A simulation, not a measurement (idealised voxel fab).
Name of the process module below: voxel transistor to metal
280 nm wide, 5 nm square cells: that's cross-section cut.
The cross-sections in this document take the form of a grid made of square cells. They are written out as bands, in order from top to bottom. Each band consists of one or more rows of cells.
Band: top height; bottom height; in nm. Then, left to right: material with width in nm, for each material. "full width": a single material spanning edge to edge. "blank": empty space.
Height 0 is the level under which the wafer as received is all one material. The lowest band goes on downwards, as in "0 nm and below".
A two-number width, for instance "30->40", indicates that the width is equal to the first number in the top row of the band and to the second number in the bottom row, and that it changes by a constant amount per row of cells.
Where the words "nothing altered" appear for a step, the cross-section shows no cell changed by that step; every cell remained as before.
So "Sealed void list" is basically the list of trapped voids: any empty space of 8 cells or more that can't reach the top through an opening. They're written width x height at distance, the distance being from the left edge, and it's all nm.
Whatever follows a step's settings on its line is a remark the simulator itself makes about that step.
A step's line can hold "overlay nm"; with a mask on that step, the setting says how far right of the planned place the mask lay, while a negative setting says it lay to the left.
Steps planned for the process:
- 1: RECEIVE (material Si)
- 2: OXIDIZE (depth nm 5)
- 3: CONFORMAL_DEP (material SiN; thk nm 10)
- 4: MASKED_ETCH (tone cover; mask id ACTIVE; width nm 110; pitch nm 135; etch materials SiN; depth nm 10; overlay nm 0)
- 5: MASKED_ETCH (tone cover; mask id ACTIVE; width nm 110; pitch nm 135; etch materials SiO2; depth nm 5; overlay nm 0)
- 6: MASKED_ETCH (tone cover; mask id ACTIVE; width nm 110; pitch nm 135; etch materials Si; depth nm 35; overlay nm 0)
- 7: FILL_DEP (material SiO2; thk nm 10)
- 8: CMP (height nm 10)
- 9: SELECTIVE_ETCH (etch materials SiO2; depth nm 10)
- 10: STRIP (etch materials SiN)
- 11: SELECTIVE_ETCH (etch materials SiO2; depth nm 5)
- 12: OXIDIZE (depth nm 5)
- 13: DIRECTIONAL_DEP (material polySi; thk nm 20)
- 14: DIRECTIONAL_DEP (material SiCN; thk nm 10)
- 15: PATTERN (tone cover; mask id GATE; material resist; width nm 30; pitch nm 135; thk nm 15; overlay nm 0)
- 16: DIRECTIONAL_ETCH (etch materials SiCN; depth nm 20)
- 17: DIRECTIONAL_ETCH (etch materials polySi; depth nm 30)
- 18: STRIP (etch materials resist)
- 19: CONFORMAL_DEP (material SiN; thk nm 5)
- 20: DIRECTIONAL_ETCH (etch materials SiN; depth nm 5)
- 21: DIRECTIONAL_ETCH (etch materials SiO2; depth nm 5)
- 22: DIRECTIONAL_ETCH (etch materials Si; depth nm 15)
- 23: EPI (material SiGe; thk nm 15)
- 24: FILL_DEP (material SiO2; thk nm 10)
- 25: CMP (height nm 15)
- 26: STRIP (etch materials polySi)
- 27: SELECTIVE_ETCH (etch materials SiO2; depth nm 5)
- 28: CONFORMAL_DEP (material HfO2; thk nm 5)
- 29: CONFORMAL_DEP (material TiN; thk nm 5)
- 30: FILL_DEP (material W; thk nm 5)
- 31: CMP (height nm 10)
- 32: DIRECTIONAL_DEP (material SiO2; thk nm 10)
- 33: MASKED_ETCH (tone open; mask id CONTACT; width nm 20; etch materials SiO2; depth nm 30; overlay nm 0)
- 34: CONFORMAL_DEP (material TiN; thk nm 5)
- 35: FILL_DEP (material W; thk nm 5)
- 36: CMP (height nm 20)
- 37: DIRECTIONAL_DEP (material TiN; thk nm 5)
- 38: DIRECTIONAL_DEP (material W; thk nm 20)
- 39: PATTERN (tone cover; mask id METAL_1; material resist; width nm 20; thk nm 20; overlay nm 0)
- 40: DIRECTIONAL_ETCH (etch materials W; depth nm 20)
- 41: DIRECTIONAL_ETCH (etch materials TiN; depth nm 5)
- 42: STRIP (etch materials resist)
- 43: CONFORMAL_DEP (material SiCN; thk nm 5)
- 44: FILL_DEP (material SiO2; thk nm 5)
- 45: CMP (height nm 45)
- 46: CONFORMAL_DEP (material SiN; thk nm 5)
Incoming wafer in cross-section (state: after step 1):
- 0 nm and below = Si full width
- Sealed void list: none
First of two wafers, end-of-module section, run followed plan:
- 50 nm to 45 nm = SiN full width
- 45 nm to 25 nm = SiO2 (15) | SiCN (5) | W (20) | SiCN (5) | SiO2 (50) | SiCN (5) | W (20) | SiCN (5) | SiO2 (25) | SiCN (5) | W (20) | SiCN (5) | SiO2 (50) | SiCN (5) | W (20) | SiCN (5) | SiO2 (20)
- 25 nm to 20 nm = SiCN (20) | TiN (20) | SiCN (60) | TiN (20) | SiCN (35) | TiN (20) | SiCN (60) | TiN (20) | SiCN (25)
- 20 nm to 10 nm = SiO2 (20) | TiN (5) | W (10) | TiN (5) | SiO2 (60) | TiN (5) | W (10) | TiN (5) | SiO2 (35) | TiN (5) | W (10) | TiN (5) | SiO2 (60) | TiN (5) | W (10) | TiN (5) | SiO2 (25)
- 10 nm to 5 nm = SiO2 (20) | TiN (5) | W (5) | TiN (10) | SiO2 (10) | SiN (5) | HfO2 (5) | TiN (5) | W (10) | TiN (5) | HfO2 (5) | SiN (5) | SiO2 (10) | TiN (10) | W (5) | TiN (5) | SiO2 (35) | TiN (5) | W (5) | TiN (10) | SiO2 (10) | SiN (5) | HfO2 (5) | TiN (5) | W (10) | TiN (5) | HfO2 (5) | SiN (5) | SiO2 (10) | TiN (10) | W (5) | TiN (5) | SiO2 (25)
- 5 nm to 0 nm = SiO2 (20) | TiN (5) | W (5) | TiN (5) | SiGe (15) | SiN (5) | HfO2 (5) | TiN (5) | W (10) | TiN (5) | HfO2 (5) | SiN (5) | SiGe (15) | TiN (5) | W (5) | TiN (5) | SiO2 (35) | TiN (5) | W (5) | TiN (5) | SiGe (15) | SiN (5) | HfO2 (5) | TiN (5) | W (10) | TiN (5) | HfO2 (5) | SiN (5) | SiGe (15) | TiN (5) | W (5) | TiN (5) | SiO2 (25)
- 0 nm to -5 nm = SiO2 (20) | TiN (5) | W (5) | TiN (5) | SiGe (15) | SiN (5) | HfO2 (5) | TiN (20) | HfO2 (5) | SiN (5) | SiGe (15) | TiN (5) | W (5) | TiN (5) | SiO2 (35) | TiN (5) | W (5) | TiN (5) | SiGe (15) | SiN (5) | HfO2 (5) | TiN (20) | HfO2 (5) | SiN (5) | SiGe (15) | TiN (5) | W (5) | TiN (5) | SiO2 (25)
- -5 nm to -10 nm = SiO2 (20) | TiN (15) | SiGe (15) | HfO2 (40) | SiGe (15) | TiN (15) | SiO2 (35) | TiN (15) | SiGe (15) | HfO2 (40) | SiGe (15) | TiN (15) | SiO2 (25)
- -10 nm to -25 nm = SiO2 (15) | SiGe (35) | Si (40) | SiGe (35) | SiO2 (25) | SiGe (35) | Si (40) | SiGe (35) | SiO2 (20)
- -25 nm to -40 nm = SiO2 (15) | Si (110) | SiO2 (25) | Si (110) | SiO2 (20)
- -40 nm and below = Si full width
- Sealed void list: none
Wafer two, end of module, cross-section. Same start, same plan as wafer one. One mistake in the run:
- 50 nm to 45 nm = SiN full width
- 45 nm to 25 nm = SiO2 (15) | SiCN (5) | W (20) | SiCN (5) | SiO2 (50) | SiCN (5) | W (20) | SiCN (5) | SiO2 (25) | SiCN (5) | W (20) | SiCN (5) | SiO2 (50) | SiCN (5) | W (20) | SiCN (5) | SiO2 (20)
- 25 nm to 20 nm = SiCN (20) | TiN (20) | SiCN (60) | TiN (20) | SiCN (35) | TiN (20) | SiCN (60) | TiN (20) | SiCN (25)
- 20 nm to 10 nm = SiO2 (20) | TiN (5) | W (10) | TiN (5) | SiO2 (60) | TiN (5) | W (10) | TiN (5) | SiO2 (35) | TiN (5) | W (10) | TiN (5) | SiO2 (60) | TiN (5) | W (10) | TiN (5) | SiO2 (25)
- 10 nm to 5 nm = SiO2 (20) | TiN (5) | W (5) | TiN (10) | SiO2 (10) | SiN (5) | TiN (5) | HfO2 (5) | W (10) | HfO2 (5) | TiN (5) | SiN (5) | SiO2 (10) | TiN (10) | W (5) | TiN (5) | SiO2 (35) | TiN (5) | W (5) | TiN (10) | SiO2 (10) | SiN (5) | TiN (5) | HfO2 (5) | W (10) | HfO2 (5) | TiN (5) | SiN (5) | SiO2 (10) | TiN (10) | W (5) | TiN (5) | SiO2 (25)
- 5 nm to 0 nm = SiO2 (20) | TiN (5) | W (5) | TiN (5) | SiGe (15) | SiN (5) | TiN (5) | HfO2 (5) | W (10) | HfO2 (5) | TiN (5) | SiN (5) | SiGe (15) | TiN (5) | W (5) | TiN (5) | SiO2 (35) | TiN (5) | W (5) | TiN (5) | SiGe (15) | SiN (5) | TiN (5) | HfO2 (5) | W (10) | HfO2 (5) | TiN (5) | SiN (5) | SiGe (15) | TiN (5) | W (5) | TiN (5) | SiO2 (25)
- 0 nm to -5 nm = SiO2 (20) | TiN (5) | W (5) | TiN (5) | SiGe (15) | SiN (5) | TiN (5) | HfO2 (20) | TiN (5) | SiN (5) | SiGe (15) | TiN (5) | W (5) | TiN (5) | SiO2 (35) | TiN (5) | W (5) | TiN (5) | SiGe (15) | SiN (5) | TiN (5) | HfO2 (20) | TiN (5) | SiN (5) | SiGe (15) | TiN (5) | W (5) | TiN (5) | SiO2 (25)
- -5 nm to -10 nm = SiO2 (20) | TiN (15) | SiGe (15) | TiN (40) | SiGe (15) | TiN (15) | SiO2 (35) | TiN (15) | SiGe (15) | TiN (40) | SiGe (15) | TiN (15) | SiO2 (25)
- -10 nm to -25 nm = SiO2 (15) | SiGe (35) | Si (40) | SiGe (35) | SiO2 (25) | SiGe (35) | Si (40) | SiGe (35) | SiO2 (20)
- -25 nm to -40 nm = SiO2 (15) | Si (110) | SiO2 (25) | Si (110) | SiO2 (20)
- -40 nm and below = Si full width
- Sealed void list: none
The plan and the run diverged here: steps 28 and 29 run out of order (swapped)
Looking at both finished wafers in cells, the second ends up ahead of or behind the first on some materials: 12 fewer of HfO2; 12 more of TiN
